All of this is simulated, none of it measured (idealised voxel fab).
Title: Process Module voxel wiring stack
The cross-section on display is named cut; it measures 275 nm wide, and its cells are 5 nm squares.
Cross-section, as written here: a square-cell grid given band by band from the top down, where a band holds one or more rows of cells. Band entry format. Leading values: height of top, height of bottom, nm. Remainder: materials in left-to-right order, each with its width in nm. Special words: "edge to edge" on a single material, which then fills the band edge to edge; "air", empty space. Convention: height 0 is the level below which the wafer, as received, is all one material. The lowest band does not terminate at the bottom but continues downward, represented as "0..down". Top row gets the first number, bottom row gets the second, and each row in between changes by the same step: that is how a band width like "30->40" works. Step marked "nothing was modified"? Then no cell in the cross-section changed in it. For the entry "Fully enclosed voids", the listed items are empty spaces with no open way to the top whose size is 8 cells or more; each item follows the pattern width x height at distance, where distance is from the left edge and all three are in nm. On a step's line, text after the settings is the simulator commenting on that step. "overlay nm" denotes, for a step that has a mask, the displacement of the mask to the right of its planned place, with negative values corresponding to the left. Pairs, read this way: before one process step on the one hand, after it on the other, the after cross-section ending at the lowest band that changed; the step between, settings included, beneath. Same starting wafer throughout, but possibly different runs of this module, so no pair continues from the pair above unless its entry headed "State before" says so.
# State before
> 130..120  aC edge to edge
> 120..85  SiO2 edge to edge
> 85..80  SiCN edge to edge
> 80..65  lowk 65 nm; TiN 5 nm; Ru 10 nm; TiN 5 nm; lowk 20 nm; TiN 5 nm; Ru 10 nm; TiN 5 nm; lowk 20 nm; TiN 5 nm; Ru 10 nm; TiN 5 nm; lowk 20 nm; TiN 5 nm; Ru 10 nm; TiN 5 nm; lowk 70 nm
> 65..60  lowk 65 nm; TiN 5 nm; Ru 5 nm; TiN 10 nm; lowk 20 nm; TiN 20 nm; lowk 20 nm; TiN 5 nm; Ru 5 nm; TiN 10 nm; lowk 20 nm; TiN 20 nm; lowk 70 nm
> 60..50  lowk 65 nm; TiN 5 nm; Ru 5 nm; TiN 5 nm; lowk 65 nm; TiN 5 nm; Ru 5 nm; TiN 5 nm; lowk 115 nm
> 50..45  SiCN 65 nm; TiN 15 nm; SiCN 65 nm; TiN 15 nm; SiCN 115 nm
> 45..40  SiO2 edge to edge
> 40..15  SiO2 65 nm; Ru 20 nm; SiO2 20 nm; Ru 20 nm; SiO2 20 nm; Ru 20 nm; SiO2 20 nm; Ru 20 nm; SiO2 70 nm
> 15..0  SiO2 edge to edge
> 0..down  Si edge to edge
> Fully enclosed voids: none
# Cross-Section Thereafter
> 160..130  resist 65 nm; air 20 nm; resist 20 nm; air 20 nm; resist 20 nm; air 20 nm; resist 20 nm; air 20 nm; resist 70 nm
> Under the height 130 nothing was changed.
> Fully enclosed voids: none
Process step bridging the above cross-sections: PATTERN | tone open | mask id METAL_3 | material resist | width nm 20 | pitch nm 40 | thk nm 30 | overlay nm 0
State before: The prior state of this step coincides with the post-step cross-section of the pair just above.
# Cross-Section Thereafter
> 150..130  resist 65 nm; air 20 nm; resist 20 nm; air 20 nm; resist 20 nm; air 20 nm; resist 20 nm; air 20 nm; resist 70 nm
> 130..120  aC 65 nm; air 20 nm; aC 20 nm; air 20 nm; aC 20 nm; air 20 nm; aC 20 nm; air 20 nm; aC 70 nm
> Under the height 120 nothing was changed.
> Fully enclosed voids: none
Process step bridging the above cross-sections: DIRECTIONAL_ETCH | etch materials aC | depth nm 10
State before: The prior state of this step coincides with the post-step cross-section of the pair just above.
# Cross-Section Thereafter
> 130..120  aC 65 nm; air 20 nm; aC 20 nm; air 20 nm; aC 20 nm; air 20 nm; aC 20 nm; air 20 nm; aC 70 nm
> Under the height 120 nothing was changed.
> Fully enclosed voids: none
Process step bridging the above cross-sections: STRIP | etch materials resist
State before: The prior state of this step coincides with the post-step cross-section of the pair just above.
# Cross-Section Thereafter
> 130..120  aC 65 nm; air 20 nm; aC 20 nm; air 20 nm; aC 20 nm; air 20 nm; aC 20 nm; air 20 nm; aC 70 nm
> 120..100  SiO2 65 nm; air 20 nm; SiO2 20 nm; air 20 nm; SiO2 20 nm; air 20 nm; SiO2 20 nm; air 20 nm; SiO2 70 nm
> Under the height 100 nothing was changed.
> Fully enclosed voids: none
Process step bridging the above cross-sections: DIRECTIONAL_ETCH | etch materials SiO2 | depth nm 20
State before: The prior state of this step coincides with the post-step cross-section of the pair just above.
# Cross-Section Thereafter
> 120..100  SiO2 65 nm; air 20 nm; SiO2 20 nm; air 20 nm; SiO2 20 nm; air 20 nm; SiO2 20 nm; air 20 nm; SiO2 70 nm
> Under the height 100 nothing was changed.
> Fully enclosed voids: none
Process step bridging the above cross-sections: STRIP | etch materials aC
State before: The prior state of this step coincides with the post-step cross-section of the pair just above.
# Cross-Section Thereafter
> 120..100  SiO2 65 nm; air 20 nm; SiO2 20 nm; air 20 nm; SiO2 20 nm; air 20 nm; SiO2 20 nm; air 20 nm; SiO2 70 nm
> 100..85  SiO2 65 nm; air 15 nm; SiO2 65 nm; air 15 nm; SiO2 115 nm
> Under the height 85 nothing was changed.
> Fully enclosed voids: none
Process step bridging the above cross-sections: MASKED_ETCH | tone open | mask id METAL_3_HOLES | width nm 15 | pitch nm 80 | etch materials SiO2 | depth nm 15 | overlay nm 0
State before: The prior state of this step coincides with the post-step cross-section of the pair just above.
# Cross-Section Thereafter
> 120..100  SiO2 65 nm; air 20 nm; SiO2 20 nm; air 20 nm; SiO2 20 nm; air 20 nm; SiO2 20 nm; air 20 nm; SiO2 70 nm
> 100..85  SiO2 65 nm; air 15 nm; SiO2 65 nm; air 15 nm; SiO2 115 nm
> 85..80  SiCN 65 nm; air 15 nm; SiCN 65 nm; air 15 nm; SiCN 115 nm
> Under the height 80 nothing was changed.
> Fully enclosed voids: none
Process step bridging the above cross-sections: MASKED_ETCH | tone open | mask id METAL_3_HOLES | width nm 15 | pitch nm 80 | etch materials SiCN | depth nm 5 | overlay nm 0
State before: The prior state of this step coincides with the post-step cross-section of the pair just above.
# Cross-Section Thereafter
> 125..120  TiN 70 nm; air 10 nm; TiN 30 nm; air 10 nm; TiN 30 nm; air 10 nm; TiN 30 nm; air 10 nm; TiN 75 nm
> 120..105  SiO2 65 nm; TiN 5 nm; air 10 nm; TiN 5 nm; SiO2 20 nm; TiN 5 nm; air 10 nm; TiN 5 nm; SiO2 20 nm; TiN 5 nm; air 10 nm; TiN 5 nm; SiO2 20 nm; TiN 5 nm; air 10 nm; TiN 5 nm; SiO2 70 nm
> 105..100  SiO2 65 nm; TiN 5 nm; air 5 nm; TiN 10 nm; SiO2 20 nm; TiN 20 nm; SiO2 20 nm; TiN 5 nm; air 5 nm; TiN 10 nm; SiO2 20 nm; TiN 20 nm; SiO2 70 nm
> 100..85  SiO2 65 nm; TiN 5 nm; air 5 nm; TiN 5 nm; SiO2 65 nm; TiN 5 nm; air 5 nm; TiN 5 nm; SiO2 115 nm
> 85..80  SiCN 65 nm; TiN 15 nm; SiCN 65 nm; TiN 15 nm; SiCN 115 nm
> Under the height 80 nothing was changed.
> Fully enclosed voids: none
Process step bridging the above cross-sections: CONFORMAL_DEP | material TiN | thk nm 5
State before: The prior state of this step coincides with the post-step cross-section of the pair just above.
# Cross-Section Thereafter
> 135..125  Cu edge to edge
> 125..120  TiN 70 nm; Cu 10 nm; TiN 30 nm; Cu 10 nm; TiN 30 nm; Cu 10 nm; TiN 30 nm; Cu 10 nm; TiN 75 nm
> 120..105  SiO2 65 nm; TiN 5 nm; Cu 10 nm; TiN 5 nm; SiO2 20 nm; TiN 5 nm; Cu 10 nm; TiN 5 nm; SiO2 20 nm; TiN 5 nm; Cu 10 nm; TiN 5 nm; SiO2 20 nm; TiN 5 nm; Cu 10 nm; TiN 5 nm; SiO2 70 nm
> 105..100  SiO2 65 nm; TiN 5 nm; Cu 5 nm; TiN 10 nm; SiO2 20 nm; TiN 20 nm; SiO2 20 nm; TiN 5 nm; Cu 5 nm; TiN 10 nm; SiO2 20 nm; TiN 20 nm; SiO2 70 nm
> 100..85  SiO2 65 nm; TiN 5 nm; Cu 5 nm; TiN 5 nm; SiO2 65 nm; TiN 5 nm; Cu 5 nm; TiN 5 nm; SiO2 115 nm
> Under the height 85 nothing was changed.
> Fully enclosed voids: none
Process step bridging the above cross-sections: FILL_DEP | material Cu | thk nm 10
State before: The prior state of this step coincides with the post-step cross-section of the pair just above.
# Cross-Section Thereafter
> 120..105  SiO2 65 nm; TiN 5 nm; Cu 10 nm; TiN 5 nm; SiO2 20 nm; TiN 5 nm; Cu 10 nm; TiN 5 nm; SiO2 20 nm; TiN 5 nm; Cu 10 nm; TiN 5 nm; SiO2 20 nm; TiN 5 nm; Cu 10 nm; TiN 5 nm; SiO2 70 nm
> Under the height 105 nothing was changed.
> Fully enclosed voids: none
Process step bridging the above cross-sections: CMP | height nm 120
State before: The prior state of this step coincides with the post-step cross-section of the pair just above.
# Cross-Section Thereafter
> 125..120  SiN edge to edge
> Under the height 120 nothing was changed.
> Fully enclosed voids: none
Process step bridging the above cross-sections: CONFORMAL_DEP | material SiN | thk nm 5
# State before
> 130..120  aC 65 nm; air 20 nm; aC 20 nm; air 20 nm; aC 20 nm; air 20 nm; aC 20 nm; air 20 nm; aC 70 nm
> 120..100  SiO2 65 nm; air 20 nm; SiO2 20 nm; air 20 nm; SiO2 20 nm; air 20 nm; SiO2 20 nm; air 20 nm; SiO2 70 nm
> 100..85  SiO2 edge to edge
> 85..80  SiCN edge to edge
> 80..65  lowk 65 nm; TiN 5 nm; Ru 10 nm; TiN 5 nm; lowk 20 nm; TiN 5 nm; Ru 10 nm; TiN 5 nm; lowk 20 nm; TiN 5 nm; Ru 10 nm; TiN 5 nm; lowk 20 nm; TiN 5 nm; Ru 10 nm; TiN 5 nm; lowk 70 nm
> 65..60  lowk 65 nm; TiN 5 nm; Ru 5 nm; TiN 10 nm; lowk 20 nm; TiN 20 nm; lowk 20 nm; TiN 5 nm; Ru 5 nm; TiN 10 nm; lowk 20 nm; TiN 20 nm; lowk 70 nm
> 60..50  lowk 65 nm; TiN 5 nm; Ru 5 nm; TiN 5 nm; lowk 65 nm; TiN 5 nm; Ru 5 nm; TiN 5 nm; lowk 115 nm
> 50..45  SiCN 65 nm; TiN 15 nm; SiCN 65 nm; TiN 15 nm; SiCN 115 nm
> 45..20  SiO2 65 nm; Ru 20 nm; SiO2 20 nm; Ru 20 nm; SiO2 20 nm; Ru 20 nm; SiO2 20 nm; Ru 20 nm; SiO2 70 nm
> 20..15  SiO2 65 nm; TiN 20 nm; SiO2 20 nm; TiN 20 nm; SiO2 20 nm; TiN 20 nm; SiO2 20 nm; TiN 20 nm; SiO2 70 nm
> 15..0  SiO2 edge to edge
> 0..down  Si edge to edge
> Fully enclosed voids: none
# Cross-Section Thereafter
> 130..120  aC 65 nm; air 20 nm; aC 20 nm; air 20 nm; aC 20 nm; air 20 nm; aC 20 nm; air 20 nm; aC 70 nm
> 120..85  SiO2 65 nm; air 20 nm; SiO2 20 nm; air 20 nm; SiO2 20 nm; air 20 nm; SiO2 20 nm; air 20 nm; SiO2 70 nm
> Under the height 85 nothing was changed.
> Fully enclosed voids: none
Process step bridging the above cross-sections: DIRECTIONAL_ETCH | etch materials SiO2 | depth nm 20
State before: The prior state of this step coincides with the post-step cross-section of the pair just above.
# Cross-Section Thereafter
> 120..85  SiO2 65 nm; air 20 nm; SiO2 20 nm; air 20 nm; SiO2 20 nm; air 20 nm; SiO2 20 nm; air 20 nm; SiO2 70 nm
> Under the height 85 nothing was changed.
> Fully enclosed voids: none
Process step bridging the above cross-sections: STRIP | etch materials aC
State before: The prior state of this step coincides with the post-step cross-section of the pair just above.
# Cross-Section Thereafter
> 120..85  SiO2 65 nm; air 20 nm; SiO2 20 nm; air 20 nm; SiO2 20 nm; air 20 nm; SiO2 20 nm; air 20 nm; SiO2 70 nm
> 85..80  SiCN 65 nm; air 15 nm; SiCN 65 nm; air 15 nm; SiCN 115 nm
> Under the height 80 nothing was changed.
> Fully enclosed voids: none
Process step bridging the above cross-sections: MASKED_ETCH | tone open | mask id METAL_3_HOLES | width nm 15 | pitch nm 80 | etch materials SiCN | depth nm 5 | overlay nm 0
State before: The prior state of this step coincides with the post-step cross-section of the pair just above.
# Cross-Section Thereafter
> 125..120  TiN 70 nm; air 10 nm; TiN 30 nm; air 10 nm; TiN 30 nm; air 10 nm; TiN 30 nm; air 10 nm; TiN 75 nm
> 120..90  SiO2 65 nm; TiN 5 nm; air 10 nm; TiN 5 nm; SiO2 20 nm; TiN 5 nm; air 10 nm; TiN 5 nm; SiO2 20 nm; TiN 5 nm; air 10 nm; TiN 5 nm; SiO2 20 nm; TiN 5 nm; air 10 nm; TiN 5 nm; SiO2 70 nm
> 90..85  SiO2 65 nm; TiN 5 nm; air 5 nm; TiN 10 nm; SiO2 20 nm; TiN 20 nm; SiO2 20 nm; TiN 5 nm; air 5 nm; TiN 10 nm; SiO2 20 nm; TiN 20 nm; SiO2 70 nm
> 85..80  SiCN 65 nm; TiN 15 nm; SiCN 65 nm; TiN 15 nm; SiCN 115 nm
> Under the height 80 nothing was changed.
> Fully enclosed voids: none
Process step bridging the above cross-sections: CONFORMAL_DEP | material TiN | thk nm 5
State before: The prior state of this step coincides with the post-step cross-section of the pair just above.
# Cross-Section Thereafter
> 135..125  Cu edge to edge
> 125..120  TiN 70 nm; Cu 10 nm; TiN 30 nm; Cu 10 nm; TiN 30 nm; Cu 10 nm; TiN 30 nm; Cu 10 nm; TiN 75 nm
> 120..90  SiO2 65 nm; TiN 5 nm; Cu 10 nm; TiN 5 nm; SiO2 20 nm; TiN 5 nm; Cu 10 nm; TiN 5 nm; SiO2 20 nm; TiN 5 nm; Cu 10 nm; TiN 5 nm; SiO2 20 nm; TiN 5 nm; Cu 10 nm; TiN 5 nm; SiO2 70 nm
> 90..85  SiO2 65 nm; TiN 5 nm; Cu 5 nm; TiN 10 nm; SiO2 20 nm; TiN 20 nm; SiO2 20 nm; TiN 5 nm; Cu 5 nm; TiN 10 nm; SiO2 20 nm; TiN 20 nm; SiO2 70 nm
> Under the height 85 nothing was changed.
> Fully enclosed voids: none
Process step bridging the above cross-sections: FILL_DEP | material Cu | thk nm 10
State before: The prior state of this step coincides with the post-step cross-section of the pair just above.
# Cross-Section Thereafter
> 120..90  SiO2 65 nm; TiN 5 nm; Cu 10 nm; TiN 5 nm; SiO2 20 nm; TiN 5 nm; Cu 10 nm; TiN 5 nm; SiO2 20 nm; TiN 5 nm; Cu 10 nm; TiN 5 nm; SiO2 20 nm; TiN 5 nm; Cu 10 nm; TiN 5 nm; SiO2 70 nm
> Under the height 90 nothing was changed.
> Fully enclosed voids: none
Process step bridging the above cross-sections: CMP | height nm 120
State before: The prior state of this step coincides with the post-step cross-section of the pair just above.
# Cross-Section Thereafter
> 125..120  SiN edge to edge
> Under the height 120 nothing was changed.
> Fully enclosed voids: none
Process step bridging the above cross-sections: CONFORMAL_DEP | material SiN | thk nm 5
# State before
> 80..65  lowk 65 nm; TiN 5 nm; Ru 10 nm; TiN 5 nm; lowk 20 nm; TiN 5 nm; Ru 10 nm; TiN 5 nm; lowk 20 nm; TiN 5 nm; Ru 10 nm; TiN 5 nm; lowk 20 nm; TiN 5 nm; Ru 10 nm; TiN 5 nm; lowk 70 nm
> 65..60  lowk 65 nm; TiN 5 nm; Ru 5 nm; TiN 10 nm; lowk 20 nm; TiN 20 nm; lowk 20 nm; TiN 5 nm; Ru 5 nm; TiN 10 nm; lowk 20 nm; TiN 20 nm; lowk 70 nm
> 60..50  lowk 65 nm; TiN 5 nm; Ru 5 nm; TiN 5 nm; lowk 65 nm; TiN 5 nm; Ru 5 nm; TiN 5 nm; lowk 115 nm
> 50..45  SiCN 65 nm; TiN 15 nm; SiCN 65 nm; TiN 15 nm; SiCN 115 nm
> 45..20  SiO2 65 nm; Ru 20 nm; SiO2 20 nm; Ru 20 nm; SiO2 20 nm; Ru 20 nm; SiO2 20 nm; Ru 20 nm; SiO2 70 nm
> 20..15  SiO2 65 nm; TiN 20 nm; SiO2 20 nm; TiN 20 nm; SiO2 20 nm; TiN 20 nm; SiO2 20 nm; TiN 20 nm; SiO2 70 nm
> 15..0  SiO2 edge to edge
> 0..down  Si edge to edge
> Fully enclosed voids: none
# Cross-Section Thereafter
> 115..80  SiO2 edge to edge
> Under the height 80 nothing was changed.
> Fully enclosed voids: none
Process step bridging the above cross-sections: DIRECTIONAL_DEP | material SiO2 | thk nm 35
State before: The prior state of this step coincides with the post-step cross-section of the pair just above.
# Cross-Section Thereafter
> 120..115  SiCN edge to edge
> Under the height 115 nothing was changed.
> Fully enclosed voids: none
Process step bridging the above cross-sections: CONFORMAL_DEP | material SiCN | thk nm 5
State before: The prior state of this step coincides with the post-step cross-section of the pair just above.
# Cross-Section Thereafter
> 130..120  aC edge to edge
> Under the height 120 nothing was changed.
> Fully enclosed voids: none
Process step bridging the above cross-sections: DIRECTIONAL_DEP | material aC | thk nm 10
State before: The prior state of this step coincides with the post-step cross-section of the pair just above.
# Cross-Section Thereafter
> 160..130  resist 65 nm; air 20 nm; resist 20 nm; air 20 nm; resist 20 nm; air 20 nm; resist 20 nm; air 20 nm; resist 70 nm
> Under the height 130 nothing was changed.
> Fully enclosed voids: none
Process step bridging the above cross-sections: PATTERN | tone open | mask id METAL_3 | material resist | width nm 20 | pitch nm 40 | thk nm 30 | overlay nm 0
State before: The prior state of this step coincides with the post-step cross-section of the pair just above.
# Cross-Section Thereafter
> 150..130  resist 65 nm; air 20 nm; resist 20 nm; air 20 nm; resist 20 nm; air 20 nm; resist 20 nm; air 20 nm; resist 70 nm
> 130..120  aC 65 nm; air 20 nm; aC 20 nm; air 20 nm; aC 20 nm; air 20 nm; aC 20 nm; air 20 nm; aC 70 nm
> Under the height 120 nothing was changed.
> Fully enclosed voids: none
Process step bridging the above cross-sections: DIRECTIONAL_ETCH | etch materials aC | depth nm 10
State before: The prior state of this step coincides with the post-step cross-section of the pair just above.
# Cross-Section Thereafter
> 130..120  aC 65 nm; air 20 nm; aC 20 nm; air 20 nm; aC 20 nm; air 20 nm; aC 20 nm; air 20 nm; aC 70 nm
> Under the height 120 nothing was changed.
> Fully enclosed voids: none
Process step bridging the above cross-sections: STRIP | etch materials resist
State before: The prior state of this step coincides with the post-step cross-section of the pair just above.
# Cross-Section Thereafter
> 120..115  SiCN edge to edge
> Under the height 115 nothing was changed.
> Fully enclosed voids: none
Process step bridging the above cross-sections: STRIP | etch materials aC
State before: The prior state of this step coincides with the post-step cross-section of the pair just above.
# Cross-Section Thereafter
> 120..115  SiCN 65 nm; air 15 nm; SiCN 65 nm; air 15 nm; SiCN 115 nm
> Under the height 115 nothing was changed.
> Fully enclosed voids: none
Process step bridging the above cross-sections: MASKED_ETCH | tone open | mask id METAL_3_HOLES | width nm 15 | pitch nm 80 | etch materials SiCN | depth nm 5 | overlay nm 0
State before: The prior state of this step coincides with the post-step cross-section of the pair just above.
# Cross-Section Thereafter
> 125..120  TiN 70 nm; air 5 nm; TiN 75 nm; air 5 nm; TiN 120 nm
> 120..115  SiCN 65 nm; TiN 15 nm; SiCN 65 nm; TiN 15 nm; SiCN 115 nm
> Under the height 115 nothing was changed.
> Fully enclosed voids: none
Process step bridging the above cross-sections: CONFORMAL_DEP | material TiN | thk nm 5
State before: The prior state of this step coincides with the post-step cross-section of the pair just above.
# Cross-Section Thereafter
> 135..125  Cu edge to edge
> 125..120  TiN 70 nm; Cu 5 nm; TiN 75 nm; Cu 5 nm; TiN 120 nm
> Under the height 120 nothing was changed.
> Fully enclosed voids: none
Process step bridging the above cross-sections: FILL_DEP | material Cu | thk nm 10
State before: The prior state of this step coincides with the post-step cross-section of the pair just above.
# Cross-Section Thereafter
> 120..115  SiCN 65 nm; TiN 15 nm; SiCN 65 nm; TiN 15 nm; SiCN 115 nm
> Under the height 115 nothing was changed.
> Fully enclosed voids: none
Process step bridging the above cross-sections: CMP | height nm 120
State before: The prior state of this step coincides with the post-step cross-section of the pair just above.
# Cross-Section Thereafter
> 125..120  SiN edge to edge
> Under the height 120 nothing was changed.
> Fully enclosed voids: none
Process step bridging the above cross-sections: CONFORMAL_DEP | material SiN | thk nm 5
# State before
> 80..65  lowk 65 nm; TiN 5 nm; Ru 10 nm; TiN 5 nm; lowk 20 nm; TiN 5 nm; Ru 10 nm; TiN 5 nm; lowk 20 nm; TiN 5 nm; Ru 10 nm; TiN 5 nm; lowk 20 nm; TiN 5 nm; Ru 10 nm; TiN 5 nm; lowk 70 nm
> 65..60  lowk 65 nm; TiN 5 nm; Ru 5 nm; TiN 10 nm; lowk 20 nm; TiN 20 nm; lowk 20 nm; TiN 5 nm; Ru 5 nm; TiN 10 nm; lowk 20 nm; TiN 20 nm; lowk 70 nm
> 60..50  lowk 65 nm; TiN 5 nm; Ru 5 nm; TiN 5 nm; lowk 65 nm; TiN 5 nm; Ru 5 nm; TiN 5 nm; lowk 115 nm
> 50..45  SiCN 65 nm; TiN 15 nm; SiCN 65 nm; TiN 15 nm; SiCN 115 nm
> 45..20  SiO2 65 nm; Ru 20 nm; SiO2 20 nm; Ru 20 nm; SiO2 20 nm; Ru 20 nm; SiO2 20 nm; Ru 20 nm; SiO2 70 nm
> 20..15  SiO2 65 nm; TiN 20 nm; SiO2 20 nm; TiN 20 nm; SiO2 20 nm; TiN 20 nm; SiO2 20 nm; TiN 20 nm; SiO2 70 nm
> 15..0  SiO2 edge to edge
> 0..down  Si edge to edge
> Fully enclosed voids: none
# Cross-Section Thereafter
> 95..80  SiCN edge to edge
> Under the height 80 nothing was changed.
> Fully enclosed voids: none
Process step bridging the above cross-sections: CONFORMAL_DEP | material SiCN | thk nm 15
State before: The prior state of this step coincides with the post-step cross-section of the pair just above.
# Cross-Section Thereafter
> 130..95  SiO2 edge to edge
> Under the height 95 nothing was changed.
> Fully enclosed voids: none
Process step bridging the above cross-sections: DIRECTIONAL_DEP | material SiO2 | thk nm 35
State before: The prior state of this step coincides with the post-step cross-section of the pair just above.
# Cross-Section Thereafter
> 140..130  aC edge to edge
> Under the height 130 nothing was changed.
> Fully enclosed voids: none
Process step bridging the above cross-sections: DIRECTIONAL_DEP | material aC | thk nm 10
State before: The prior state of this step coincides with the post-step cross-section of the pair just above.
# Cross-Section Thereafter
> 170..140  resist 65 nm; air 20 nm; resist 20 nm; air 20 nm; resist 20 nm; air 20 nm; resist 20 nm; air 20 nm; resist 70 nm
> Under the height 140 nothing was changed.
> Fully enclosed voids: none
Process step bridging the above cross-sections: PATTERN | tone open | mask id METAL_3 | material resist | width nm 20 | pitch nm 40 | thk nm 30 | overlay nm 0
State before: The prior state of this step coincides with the post-step cross-section of the pair just above.
# Cross-Section Thereafter
> 160..140  resist 65 nm; air 20 nm; resist 20 nm; air 20 nm; resist 20 nm; air 20 nm; resist 20 nm; air 20 nm; resist 70 nm
> 140..130  aC 65 nm; air 20 nm; aC 20 nm; air 20 nm; aC 20 nm; air 20 nm; aC 20 nm; air 20 nm; aC 70 nm
> Under the height 130 nothing was changed.
> Fully enclosed voids: none
Process step bridging the above cross-sections: DIRECTIONAL_ETCH | etch materials aC | depth nm 10
State before: The prior state of this step coincides with the post-step cross-section of the pair just above.
# Cross-Section Thereafter
> 140..130  aC 65 nm; air 20 nm; aC 20 nm; air 20 nm; aC 20 nm; air 20 nm; aC 20 nm; air 20 nm; aC 70 nm
> Under the height 130 nothing was changed.
> Fully enclosed voids: none
Process step bridging the above cross-sections: STRIP | etch materials resist
State before: The prior state of this step coincides with the post-step cross-section of the pair just above.
# Cross-Section Thereafter
> 140..130  aC 65 nm; air 20 nm; aC 20 nm; air 20 nm; aC 20 nm; air 20 nm; aC 20 nm; air 20 nm; aC 70 nm
> 130..110  SiO2 65 nm; air 20 nm; SiO2 20 nm; air 20 nm; SiO2 20 nm; air 20 nm; SiO2 20 nm; air 20 nm; SiO2 70 nm
> Under the height 110 nothing was changed.
> Fully enclosed voids: none
Process step bridging the above cross-sections: DIRECTIONAL_ETCH | etch materials SiO2 | depth nm 20
State before: The prior state of this step coincides with the post-step cross-section of the pair just above.
# Cross-Section Thereafter
> 130..110  SiO2 65 nm; air 20 nm; SiO2 20 nm; air 20 nm; SiO2 20 nm; air 20 nm; SiO2 20 nm; air 20 nm; SiO2 70 nm
> Under the height 110 nothing was changed.
> Fully enclosed voids: none
Process step bridging the above cross-sections: STRIP | etch materials aC
State before: The prior state of this step coincides with the post-step cross-section of the pair just above.
# Cross-Section Thereafter
> 130..110  SiO2 65 nm; air 20 nm; SiO2 20 nm; air 20 nm; SiO2 20 nm; air 20 nm; SiO2 20 nm; air 20 nm; SiO2 70 nm
> 110..95  SiO2 65 nm; air 15 nm; SiO2 65 nm; air 15 nm; SiO2 115 nm
> Under the height 95 nothing was changed.
> Fully enclosed voids: none
Process step bridging the above cross-sections: MASKED_ETCH | tone open | mask id METAL_3_HOLES | width nm 15 | pitch nm 80 | etch materials SiO2 | depth nm 15 | overlay nm 0
State before: The prior state of this step coincides with the post-step cross-section of the pair just above.
# Cross-Section Thereafter
> 130..110  SiO2 65 nm; air 20 nm; SiO2 20 nm; air 20 nm; SiO2 20 nm; air 20 nm; SiO2 20 nm; air 20 nm; SiO2 70 nm
> 110..95  SiO2 65 nm; air 15 nm; SiO2 65 nm; air 15 nm; SiO2 115 nm
> 95..90  SiCN 65 nm; air 15 nm; SiCN 65 nm; air 15 nm; SiCN 115 nm
> Under the height 90 nothing was changed.
> Fully enclosed voids: none
Process step bridging the above cross-sections: MASKED_ETCH | tone open | mask id METAL_3_HOLES | width nm 15 | pitch nm 80 | etch materials SiCN | depth nm 5 | overlay nm 0
State before: The prior state of this step coincides with the post-step cross-section of the pair just above.
# Cross-Section Thereafter
> 135..130  TiN 70 nm; air 10 nm; TiN 30 nm; air 10 nm; TiN 30 nm; air 10 nm; TiN 30 nm; air 10 nm; TiN 75 nm
> 130..115  SiO2 65 nm; TiN 5 nm; air 10 nm; TiN 5 nm; SiO2 20 nm; TiN 5 nm; air 10 nm; TiN 5 nm; SiO2 20 nm; TiN 5 nm; air 10 nm; TiN 5 nm; SiO2 20 nm; TiN 5 nm; air 10 nm; TiN 5 nm; SiO2 70 nm
> 115..110  SiO2 65 nm; TiN 5 nm; air 5 nm; TiN 10 nm; SiO2 20 nm; TiN 20 nm; SiO2 20 nm; TiN 5 nm; air 5 nm; TiN 10 nm; SiO2 20 nm; TiN 20 nm; SiO2 70 nm
> 110..95  SiO2 65 nm; TiN 5 nm; air 5 nm; TiN 5 nm; SiO2 65 nm; TiN 5 nm; air 5 nm; TiN 5 nm; SiO2 115 nm
> 95..90  SiCN 65 nm; TiN 15 nm; SiCN 65 nm; TiN 15 nm; SiCN 115 nm
> Under the height 90 nothing was changed.
> Fully enclosed voids: none
Process step bridging the above cross-sections: CONFORMAL_DEP | material TiN | thk nm 5
State before: The prior state of this step coincides with the post-step cross-section of the pair just above.
# Cross-Section Thereafter
> 145..135  Cu edge to edge
> 135..130  TiN 70 nm; Cu 10 nm; TiN 30 nm; Cu 10 nm; TiN 30 nm; Cu 10 nm; TiN 30 nm; Cu 10 nm; TiN 75 nm
> 130..115  SiO2 65 nm; TiN 5 nm; Cu 10 nm; TiN 5 nm; SiO2 20 nm; TiN 5 nm; Cu 10 nm; TiN 5 nm; SiO2 20 nm; TiN 5 nm; Cu 10 nm; TiN 5 nm; SiO2 20 nm; TiN 5 nm; Cu 10 nm; TiN 5 nm; SiO2 70 nm
> 115..110  SiO2 65 nm; TiN 5 nm; Cu 5 nm; TiN 10 nm; SiO2 20 nm; TiN 20 nm; SiO2 20 nm; TiN 5 nm; Cu 5 nm; TiN 10 nm; SiO2 20 nm; TiN 20 nm; SiO2 70 nm
> 110..95  SiO2 65 nm; TiN 5 nm; Cu 5 nm; TiN 5 nm; SiO2 65 nm; TiN 5 nm; Cu 5 nm; TiN 5 nm; SiO2 115 nm
> Under the height 95 nothing was changed.
> Fully enclosed voids: none
Process step bridging the above cross-sections: FILL_DEP | material Cu | thk nm 10
State before: The prior state of this step coincides with the post-step cross-section of the pair just above.
# Cross-Section Thereafter
> 120..115  SiO2 65 nm; TiN 5 nm; Cu 10 nm; TiN 5 nm; SiO2 20 nm; TiN 5 nm; Cu 10 nm; TiN 5 nm; SiO2 20 nm; TiN 5 nm; Cu 10 nm; TiN 5 nm; SiO2 20 nm; TiN 5 nm; Cu 10 nm; TiN 5 nm; SiO2 70 nm
> Under the height 115 nothing was changed.
> Fully enclosed voids: none
Process step bridging the above cross-sections: CMP | height nm 120
State before: The prior state of this step coincides with the post-step cross-section of the pair just above.
# Cross-Section Thereafter
> 125..120  SiN edge to edge
> Under the height 120 nothing was changed.
> Fully enclosed voids: none
Process step bridging the above cross-sections: CONFORMAL_DEP | material SiN | thk nm 5
